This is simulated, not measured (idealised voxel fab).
The process module that follows is named voxel transistor to metal.
The width of the displayed cross-section, cut, is 210 nm; its cells are square, with a size of 5 nm.
This document writes a cross-section as a grid whose cells are square, and gives it as bands, listed from the top down; one or more rows of cells form a band. Heights first: top, then bottom, in nm. Then materials, left to right, each with a width in nm. "full width" on a single material: fills the band edge to edge. "empty": empty space. Ref level 0: as-received wafer is one material below here. Bottom band extends down with no lower bound ("0 down"). It should be noted that a width expressed as "30 to 40" varies in equal increments from row to row of cells within the band, taking the value of the first number at the top row and that of the second number at the bottom row. "remained the same" means the step left every cell of the cross-section as it was. Basically, "Cavities, sealed" tells you about the enclosed voids: empty spaces with no open way to the top, 8 cells or bigger, each written width x height at distance, where distance is from the left edge, all in nm. Past the settings on a step's line: simulator remark, on that step. What "overlay nm" on a step's line means: if the step has a mask, that mask lay this far to the right of its planned place, or, when the value is negative, to the left.

The process steps that were planned are listed below
1 RECEIVE [material Si]
2 CONFORMAL_DEP [material SiO2] [thk nm 5]
3 CONFORMAL_DEP [material SiN] [thk nm 10]
4 DIRECTIONAL_DEP [material aC] [thk nm 10]
5 PATTERN [tone cover] [mask id ACTIVE] [material resist] [width nm 105] [thk nm 25] [overlay nm 0]
6 DIRECTIONAL_ETCH [etch materials aC] [depth nm 10]
7 STRIP [etch materials resist]
8 DIRECTIONAL_ETCH [etch materials SiN] [depth nm 10]
9 DIRECTIONAL_ETCH [etch materials SiO2] [depth nm 5]
10 DIRECTIONAL_ETCH [etch materials Si] [depth nm 30]
11 STRIP [etch materials aC]
12 FILL_DEP [material SiO2] [thk nm 15]
13 CMP [height nm 15]
14 SELECTIVE_ETCH [etch materials SiO2] [depth nm 5]
15 STRIP [etch materials SiN]
16 SELECTIVE_ETCH [etch materials SiO2] [depth nm 5]
17 OXIDIZE [depth nm 5]
18 DIRECTIONAL_DEP [material polySi] [thk nm 20]
19 DIRECTIONAL_DEP [material SiCN] [thk nm 10]
20 DIRECTIONAL_DEP [material aC] [thk nm 10]
21 PATTERN [tone cover] [mask id GATE] [material resist] [width nm 15] [thk nm 30] [overlay nm 0]
22 DIRECTIONAL_ETCH [etch materials aC] [depth nm 10]
23 STRIP [etch materials resist]
24 DIRECTIONAL_ETCH [etch materials SiCN] [depth nm 20]
25 DIRECTIONAL_ETCH [etch materials polySi] [depth nm 30]
26 STRIP [etch materials aC]
27 CONFORMAL_DEP [material SiN] [thk nm 5]
28 DIRECTIONAL_ETCH [etch materials SiN] [depth nm 5]
29 DIRECTIONAL_ETCH [etch materials SiO2] [depth nm 5]
30 EPI [material pSi] [thk nm 5]
31 FILL_DEP [material SiO2] [thk nm 10]
32 CMP [height nm 30]
33 DIRECTIONAL_DEP [material SiO2] [thk nm 15]
34 PATTERN [tone open] [mask id CONTACT] [material resist] [width nm 30] [pitch nm 55] [thk nm 20] [overlay nm 0]
35 DIRECTIONAL_ETCH [etch materials SiO2] [depth nm 45]
36 STRIP [etch materials resist]
37 CONFORMAL_DEP [material TiN] [thk nm 5]
38 FILL_DEP [material W] [thk nm 5]
39 CMP [height nm 45]
40 DIRECTIONAL_DEP [material TiN] [thk nm 5]
41 DIRECTIONAL_DEP [material W] [thk nm 25]
42 DIRECTIONAL_DEP [material aC] [thk nm 15]
43 PATTERN [tone cover] [mask id METAL_1] [material resist] [width nm 15] [pitch nm 70] [thk nm 35] [overlay nm 0]
44 DIRECTIONAL_ETCH [etch materials aC] [depth nm 15]
45 STRIP [etch materials resist]
46 DIRECTIONAL_ETCH [etch materials W] [depth nm 25]
47 DIRECTIONAL_ETCH [etch materials TiN] [depth nm 5]
48 STRIP [etch materials aC]
49 FILL_DEP [material SiO2] [thk nm 10]
50 CMP [height nm 75]
51 CONFORMAL_DEP [material SiN] [thk nm 5]

Cross-sectional view of the wafer in its as-received condition, corresponding to the state after step 1
* 0 down: Si full width
* Cavities, sealed: none

a wafer at the end: this start, this plan, one mistake
* 80 to 75: SiN full width
* 75 to 50: SiO2=60; W=15; SiO2=55; W=15; SiO2=65
* 50 to 45: SiO2=60; TiN=15; SiO2=55; TiN=15; SiO2=65
* 45 to 30: SiO2=60; TiN=5; W=20; TiN=5; SiO2=25; TiN=5; W=20; TiN=5; SiO2=65
* 30 to 20: SiO2=60; TiN=5; W=20; TiN=5; SiN=5; SiCN=15; SiN=5; TiN=5; W=20; TiN=5; SiO2=65
* 20 to 5: SiO2=60; TiN=5; W=20; TiN=5; SiN=5; polySi=15; SiN=5; TiN=5; W=20; TiN=5; SiO2=65
* 5 to 0: SiO2=45; SiN=5; SiO2=10; TiN=30; SiN=5; polySi=15; SiN=5; TiN=30; SiO2=10; SiN=5; SiO2=50
* 0 to -5: SiO2=50; pSi=40; SiO2=25; pSi=40; SiO2=55
* -5 to -60: SiO2=50; Si=105; SiO2=55
* -60 down: Si full width
* Cavities, sealed: none
Where did the run depart from the plan? step 10 in the plan was executed twice
